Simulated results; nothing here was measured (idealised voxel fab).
This section sets out a process module, namely voxel plated lines.
In the cross-section labelled cut, the width is 265 nm and each square cell is 5 nm.
A cross-section in this document is a grid of square cells, and it is written down as bands, the top band listed before the ones below it; a band is made up of one or more rows of cells. Within each band entry, the heights of the top and of the bottom of the band appear first, in that order and in nm; the materials of the band then follow from left to right, each with its corresponding width in nm. The designation "full width" on a single material indicates that it fills the band from edge to edge; the designation "air" indicates empty space. Heights are reckoned from 0. Under this level, the received wafer is all of one material. The bottommost band is open-ended downward, for example "0 and below". Read "30..40" as a graded width: first number on top, second number at the bottom, same change between each pair of neighbouring rows. For the purposes of this document, the phrase "identical to before" attached to a step denotes that no cell within the cross-section was modified by that step. Empty spaces without an open route to the top, at least 8 cells in extent, make up the entry "Enclosed empty spaces"; each is given as width x height at distance, where the distance is measured from the left edge, and all are in nm. It should be noted that, on the line of a given step, the content following the step's settings is a remark produced by the simulator itself with respect to that step. What "overlay nm" on a step's line means: if the step has a mask, that mask lay this far to the right of its planned place, or, when the value is negative, to the left.
# The steps planned for the process are as follows
step 1: RECEIVE,material Si
step 2: CONFORMAL_DEP,material SiO2,thk nm 5
step 3: DIRECTIONAL_DEP,material TiN,thk nm 5
step 4: PATTERN,tone open,mask id LINES,material resist,width nm 25,pitch nm 55,thk nm 20,overlay nm 0
step 5: EPI,material Ru,thk nm 10
step 6: STRIP,etch materials resist
step 7: DIRECTIONAL_ETCH,etch materials TiN,depth nm 5
step 8: CONFORMAL_DEP,material SiCN,thk nm 5
# The first of two wafers, run as planned
# as received, after step 1
* 0 and below = Si full width
* Enclosed empty spaces: none
# You're looking at a cross-section of the wafer after step 2
* 5 down to 0 = SiO2 full width
* Rest of section, below 0: as before.
# You're looking at a cross-section of the wafer after step 3
* 10 down to 5 = TiN full width
* Rest of section, below 5: as before.
# You're looking at a cross-section of the wafer after step 4
* 30 down to 10 = 65 resist | 25 air | 30 resist | 25 air | 30 resist | 25 air | 65 resist
* Rest of section, below 10: as before.
# You're looking at a cross-section of the wafer after step 5
* 30 down to 20 = 65 resist | 25 air | 30 resist | 25 air | 30 resist | 25 air | 65 resist
* 20 down to 10 = 65 resist | 25 Ru | 30 resist | 25 Ru | 30 resist | 25 Ru | 65 resist
* Rest of section, below 10: as before.
# You're looking at a cross-section of the wafer after step 6
* 20 down to 10 = 65 air | 25 Ru | 30 air | 25 Ru | 30 air | 25 Ru | 65 air
* Rest of section, below 10: as before.
# You're looking at a cross-section of the wafer after step 7
* 20 down to 10 = 65 air | 25 Ru | 30 air | 25 Ru | 30 air | 25 Ru | 65 air
* 10 down to 5 = 65 air | 25 TiN | 30 air | 25 TiN | 30 air | 25 TiN | 65 air
* Rest of section, below 5: as before.
# You're looking at a cross-section of the wafer after step 8
* 25 down to 20 = 60 air | 35 SiCN | 20 air | 35 SiCN | 20 air | 35 SiCN | 60 air
* 20 down to 10 = 60 air | 5 SiCN | 25 Ru | 5 SiCN | 20 air | 5 SiCN | 25 Ru | 5 SiCN | 20 air | 5 SiCN | 25 Ru | 5 SiCN | 60 air
* 10 down to 5 = 65 SiCN | 25 TiN | 30 SiCN | 25 TiN | 30 SiCN | 25 TiN | 65 SiCN
* Rest of section, below 5: as before.
# Second of two: same start, same plan, one run error; steps up to and including 3 match the first
# The second wafer in cross-section, at the planned close of step 4
* 30 down to 10 = 65 air | 25 resist | 30 air | 25 resist | 30 air | 25 resist | 65 air
* Rest of section, below 10: as before.
# The second wafer in cross-section, at the planned close of step 5
* 30 down to 20 = 65 air | 25 resist | 30 air | 25 resist | 30 air | 25 resist | 65 air
* 20 down to 10 = 65 Ru | 25 resist | 30 Ru | 25 resist | 30 Ru | 25 resist | 65 Ru
* Rest of section, below 10: as before.
# The second wafer in cross-section, at the planned close of step 6
* 20 down to 10 = 65 Ru | 25 air | 30 Ru | 25 air | 30 Ru | 25 air | 65 Ru
* Rest of section, below 10: as before.
# The second wafer in cross-section, at the planned close of step 7
* 20 down to 10 = 65 Ru | 25 air | 30 Ru | 25 air | 30 Ru | 25 air | 65 Ru
* 10 down to 5 = 65 TiN | 25 air | 30 TiN | 25 air | 30 TiN | 25 air | 65 TiN
* Rest of section, below 5: as before.
# The second wafer in cross-section, at the planned close of step 8
* 25 down to 20 = 70 SiCN | 15 air | 40 SiCN | 15 air | 40 SiCN | 15 air | 70 SiCN
* 20 down to 10 = 65 Ru | 5 SiCN | 15 air | 5 SiCN | 30 Ru | 5 SiCN | 15 air | 5 SiCN | 30 Ru | 5 SiCN | 15 air | 5 SiCN | 65 Ru
* 10 down to 5 = 65 TiN | 25 SiCN | 30 TiN | 25 SiCN | 30 TiN | 25 SiCN | 65 TiN
* Rest of section, below 5: as before.
What went wrong in running the wafer? step 4 off recipe, ran as PATTERN,tone cover,mask id LINES,material resist,width nm 25,pitch nm 55,thk nm 20,overlay nm 0
Heads up, by the end the second wafer has more or fewer cells of some materials compared to the first: +46 Ru; +23 TiN
